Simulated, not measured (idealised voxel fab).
Process module, titled voxel self aligned vias
Pictured: cross-section cut, 225 nm wide, on a grid of 5 nm square cells.
Cross-section format: a grid of square cells, given as bands from top to bottom; each band is one or more rows of cells.
Per band: top height and bottom height in nm, followed by the left-to-right materials and their widths in nm; "full width" marks a single material spanning edge to edge, "empty" marks empty space.
We count height from 0. Below that, the starting wafer is all one material. The lowest band never ends at the bottom but goes on down; see "0 down" for how that is written.
Width spec "30->40" -> top row of cells at first value, bottom row at second value, equal per-row change in between.
"nothing changed", as given for a step, is the statement that not any cell of the cross-section underwent a change during that step.
Any empty space of 8 cells or more lacking an open way to the top shows up in "Enclosed void catalog" as width x height at distance, distance from the left edge, in nm.
Note: text after step settings on the step line = simulator remark on that step.
overlay nm: mask right of planned place by this much (step with mask). Neg. = left.

### Planned step list for the process
1) RECEIVE | material Si
2) CONFORMAL_DEP | material SiO2 | thk nm 15
3) CONFORMAL_DEP | material SiCN | thk nm 5
4) DIRECTIONAL_DEP | material SiO2 | thk nm 25
5) MASKED_ETCH | tone open | mask id LINES | width nm 25 | pitch nm 55 | etch materials SiO2 | depth nm 25 | overlay nm 0
6) CONFORMAL_DEP | material TiN | thk nm 5
7) FILL_DEP | material W | thk nm 10
8) CMP | height nm 45
9) SELECTIVE_ETCH | etch materials W Ru TiN | depth nm 5
10) FILL_DEP | material SiN | thk nm 5
11) CMP | height nm 45
12) DIRECTIONAL_DEP | material SiO2 | thk nm 15
13) MASKED_ETCH | tone open | mask id VIAS | width nm 35 | pitch nm 55 | etch materials SiO2 | depth nm 15 | overlay nm 0
14) MASKED_ETCH | tone open | mask id VIAS | width nm 35 | pitch nm 55 | etch materials SiN | depth nm 5 | overlay nm 0
15) CONFORMAL_DEP | material TiN | thk nm 5
16) FILL_DEP | material W | thk nm 10
17) CMP | height nm 60
18) CONFORMAL_DEP | material SiN | thk nm 5

### Account of the first of two wafers, which was processed as intended

### This is the cross-section of the wafer as we received it, i.e. after step 1
	0 down  Si full width
	Enclosed void catalog: none

### Wafer section view after processing step 2
	15 to 0  SiO2 full width
	Whatever lies below 0 is exactly as it was before.

### Wafer section view after processing step 3
	20 to 15  SiCN full width
	Whatever lies below 15 is exactly as it was before.

### Wafer section view after processing step 4
	45 to 20  SiO2 full width
	Whatever lies below 20 is exactly as it was before.

### Wafer section view after processing step 5
	45 to 20  70 nm SiO2 / 25 nm empty / 30 nm SiO2 / 25 nm empty / 75 nm SiO2
	Whatever lies below 20 is exactly as it was before.

### Wafer section view after processing step 6
	50 to 45  75 nm TiN / 15 nm empty / 40 nm TiN / 15 nm empty / 80 nm TiN
	45 to 25  70 nm SiO2 / 5 nm TiN / 15 nm empty / 5 nm TiN / 30 nm SiO2 / 5 nm TiN / 15 nm empty / 5 nm TiN / 75 nm SiO2
	25 to 20  70 nm SiO2 / 25 nm TiN / 30 nm SiO2 / 25 nm TiN / 75 nm SiO2
	Whatever lies below 20 is exactly as it was before.

### Wafer section view after processing step 7
	60 to 50  W full width
	50 to 45  75 nm TiN / 15 nm W / 40 nm TiN / 15 nm W / 80 nm TiN
	45 to 25  70 nm SiO2 / 5 nm TiN / 15 nm W / 5 nm TiN / 30 nm SiO2 / 5 nm TiN / 15 nm W / 5 nm TiN / 75 nm SiO2
	Whatever lies below 25 is exactly as it was before.

### Wafer section view after processing step 8
	45 to 25  70 nm SiO2 / 5 nm TiN / 15 nm W / 5 nm TiN / 30 nm SiO2 / 5 nm TiN / 15 nm W / 5 nm TiN / 75 nm SiO2
	Whatever lies below 25 is exactly as it was before.

### Wafer section view after processing step 9
	45 to 40  70 nm SiO2 / 25 nm empty / 30 nm SiO2 / 25 nm empty / 75 nm SiO2
	Whatever lies below 40 is exactly as it was before.

### Wafer section view after processing step 10
	50 to 45  SiN full width
	45 to 40  70 nm SiO2 / 25 nm SiN / 30 nm SiO2 / 25 nm SiN / 75 nm SiO2
	Whatever lies below 40 is exactly as it was before.

### Wafer section view after processing step 11
	45 to 40  70 nm SiO2 / 25 nm SiN / 30 nm SiO2 / 25 nm SiN / 75 nm SiO2
	Whatever lies below 40 is exactly as it was before.

### Wafer section view after processing step 12
	60 to 45  SiO2 full width
	Whatever lies below 45 is exactly as it was before.

### Wafer section view after processing step 13
	60 to 45  65 nm SiO2 / 35 nm empty / 20 nm SiO2 / 35 nm empty / 70 nm SiO2
	Whatever lies below 45 is exactly as it was before.

### Wafer section view after processing step 14
	60 to 45  65 nm SiO2 / 35 nm empty / 20 nm SiO2 / 35 nm empty / 70 nm SiO2
	45 to 40  70 nm SiO2 / 25 nm empty / 30 nm SiO2 / 25 nm empty / 75 nm SiO2
	Whatever lies below 40 is exactly as it was before.

### Wafer section view after processing step 15
	65 to 60  70 nm TiN / 25 nm empty / 30 nm TiN / 25 nm empty / 75 nm TiN
	60 to 50  65 nm SiO2 / 5 nm TiN / 25 nm empty / 5 nm TiN / 20 nm SiO2 / 5 nm TiN / 25 nm empty / 5 nm TiN / 70 nm SiO2
	50 to 45  65 nm SiO2 / 10 nm TiN / 15 nm empty / 10 nm TiN / 20 nm SiO2 / 10 nm TiN / 15 nm empty / 10 nm TiN / 70 nm SiO2
	45 to 40  70 nm SiO2 / 25 nm TiN / 30 nm SiO2 / 25 nm TiN / 75 nm SiO2
	Whatever lies below 40 is exactly as it was before.

### Wafer section view after processing step 16
	75 to 65  W full width
	65 to 60  70 nm TiN / 25 nm W / 30 nm TiN / 25 nm W / 75 nm TiN
	60 to 50  65 nm SiO2 / 5 nm TiN / 25 nm W / 5 nm TiN / 20 nm SiO2 / 5 nm TiN / 25 nm W / 5 nm TiN / 70 nm SiO2
	50 to 45  65 nm SiO2 / 10 nm TiN / 15 nm W / 10 nm TiN / 20 nm SiO2 / 10 nm TiN / 15 nm W / 10 nm TiN / 70 nm SiO2
	Whatever lies below 45 is exactly as it was before.

### Wafer section view after processing step 17
	60 to 50  65 nm SiO2 / 5 nm TiN / 25 nm W / 5 nm TiN / 20 nm SiO2 / 5 nm TiN / 25 nm W / 5 nm TiN / 70 nm SiO2
	Whatever lies below 50 is exactly as it was before.

### Wafer section view after processing step 18
	65 to 60  SiN full width
	Whatever lies below 60 is exactly as it was before.

### It is to be noted that the second wafer proceeded from the same initial state and according to the same plan as the first, although one mistake was committed in its execution; through step 1, inclusive, the two wafers share an identical history

### Planned end of step 2: second wafer, cross-section
	30 to 0  SiO2 full width
	Whatever lies below 0 is exactly as it was before.

### Planned end of step 3: second wafer, cross-section
	35 to 30  SiCN full width
	Whatever lies below 30 is exactly as it was before.

### Planned end of step 4: second wafer, cross-section
	60 to 35  SiO2 full width
	Whatever lies below 35 is exactly as it was before.

### Planned end of step 5: second wafer, cross-section
	60 to 35  70 nm SiO2 / 25 nm empty / 30 nm SiO2 / 25 nm empty / 75 nm SiO2
	Whatever lies below 35 is exactly as it was before.

### Planned end of step 6: second wafer, cross-section
	65 to 60  75 nm TiN / 15 nm empty / 40 nm TiN / 15 nm empty / 80 nm TiN
	60 to 40  70 nm SiO2 / 5 nm TiN / 15 nm empty / 5 nm TiN / 30 nm SiO2 / 5 nm TiN / 15 nm empty / 5 nm TiN / 75 nm SiO2
	40 to 35  70 nm SiO2 / 25 nm TiN / 30 nm SiO2 / 25 nm TiN / 75 nm SiO2
	Whatever lies below 35 is exactly as it was before.

### Planned end of step 7: second wafer, cross-section
	75 to 65  W full width
	65 to 60  75 nm TiN / 15 nm W / 40 nm TiN / 15 nm W / 80 nm TiN
	60 to 40  70 nm SiO2 / 5 nm TiN / 15 nm W / 5 nm TiN / 30 nm SiO2 / 5 nm TiN / 15 nm W / 5 nm TiN / 75 nm SiO2
	Whatever lies below 40 is exactly as it was before.

### Planned end of step 8: second wafer, cross-section
	45 to 40  70 nm SiO2 / 5 nm TiN / 15 nm W / 5 nm TiN / 30 nm SiO2 / 5 nm TiN / 15 nm W / 5 nm TiN / 75 nm SiO2
	Whatever lies below 40 is exactly as it was before.

### Planned end of step 9: second wafer, cross-section
	45 to 40  70 nm SiO2 / 25 nm empty / 30 nm SiO2 / 25 nm empty / 75 nm SiO2
	Whatever lies below 40 is exactly as it was before.

### Planned end of step 10: second wafer, cross-section
	50 to 45  SiN full width
	45 to 40  70 nm SiO2 / 25 nm SiN / 30 nm SiO2 / 25 nm SiN / 75 nm SiO2
	Whatever lies below 40 is exactly as it was before.

### Planned end of step 11: second wafer, cross-section
	45 to 40  70 nm SiO2 / 25 nm SiN / 30 nm SiO2 / 25 nm SiN / 75 nm SiO2
	Whatever lies below 40 is exactly as it was before.

### Planned end of step 12: second wafer, cross-section
	60 to 45  SiO2 full width
	Whatever lies below 45 is exactly as it was before.

### Planned end of step 13: second wafer, cross-section
	60 to 45  65 nm SiO2 / 35 nm empty / 20 nm SiO2 / 35 nm empty / 70 nm SiO2
	Whatever lies below 45 is exactly as it was before.

### Planned end of step 14: second wafer, cross-section
	60 to 45  65 nm SiO2 / 35 nm empty / 20 nm SiO2 / 35 nm empty / 70 nm SiO2
	45 to 40  70 nm SiO2 / 25 nm empty / 30 nm SiO2 / 25 nm empty / 75 nm SiO2
	Whatever lies below 40 is exactly as it was before.

### Planned end of step 15: second wafer, cross-section
	65 to 60  70 nm TiN / 25 nm empty / 30 nm TiN / 25 nm empty / 75 nm TiN
	60 to 50  65 nm SiO2 / 5 nm TiN / 25 nm empty / 5 nm TiN / 20 nm SiO2 / 5 nm TiN / 25 nm empty / 5 nm TiN / 70 nm SiO2
	50 to 45  65 nm SiO2 / 10 nm TiN / 15 nm empty / 10 nm TiN / 20 nm SiO2 / 10 nm TiN / 15 nm empty / 10 nm TiN / 70 nm SiO2
	45 to 35  70 nm SiO2 / 25 nm TiN / 30 nm SiO2 / 25 nm TiN / 75 nm SiO2
	Whatever lies below 35 is exactly as it was before.

### Planned end of step 16: second wafer, cross-section
	75 to 65  W full width
	65 to 60  70 nm TiN / 25 nm W / 30 nm TiN / 25 nm W / 75 nm TiN
	60 to 50  65 nm SiO2 / 5 nm TiN / 25 nm W / 5 nm TiN / 20 nm SiO2 / 5 nm TiN / 25 nm W / 5 nm TiN / 70 nm SiO2
	50 to 45  65 nm SiO2 / 10 nm TiN / 15 nm W / 10 nm TiN / 20 nm SiO2 / 10 nm TiN / 15 nm W / 10 nm TiN / 70 nm SiO2
	Whatever lies below 45 is exactly as it was before.

### Planned end of step 17: second wafer, cross-section
	60 to 50  65 nm SiO2 / 5 nm TiN / 25 nm W / 5 nm TiN / 20 nm SiO2 / 5 nm TiN / 25 nm W / 5 nm TiN / 70 nm SiO2
	Whatever lies below 50 is exactly as it was before.

### Planned end of step 18: second wafer, cross-section
	65 to 60  SiN full width
	Whatever lies below 60 is exactly as it was before.
Plan not followed: twice, step 2 of the plan was run
Heads up, by the end the second wafer has more or fewer cells of some materials compared to the first: SiO2 +30, TiN -12, W -18
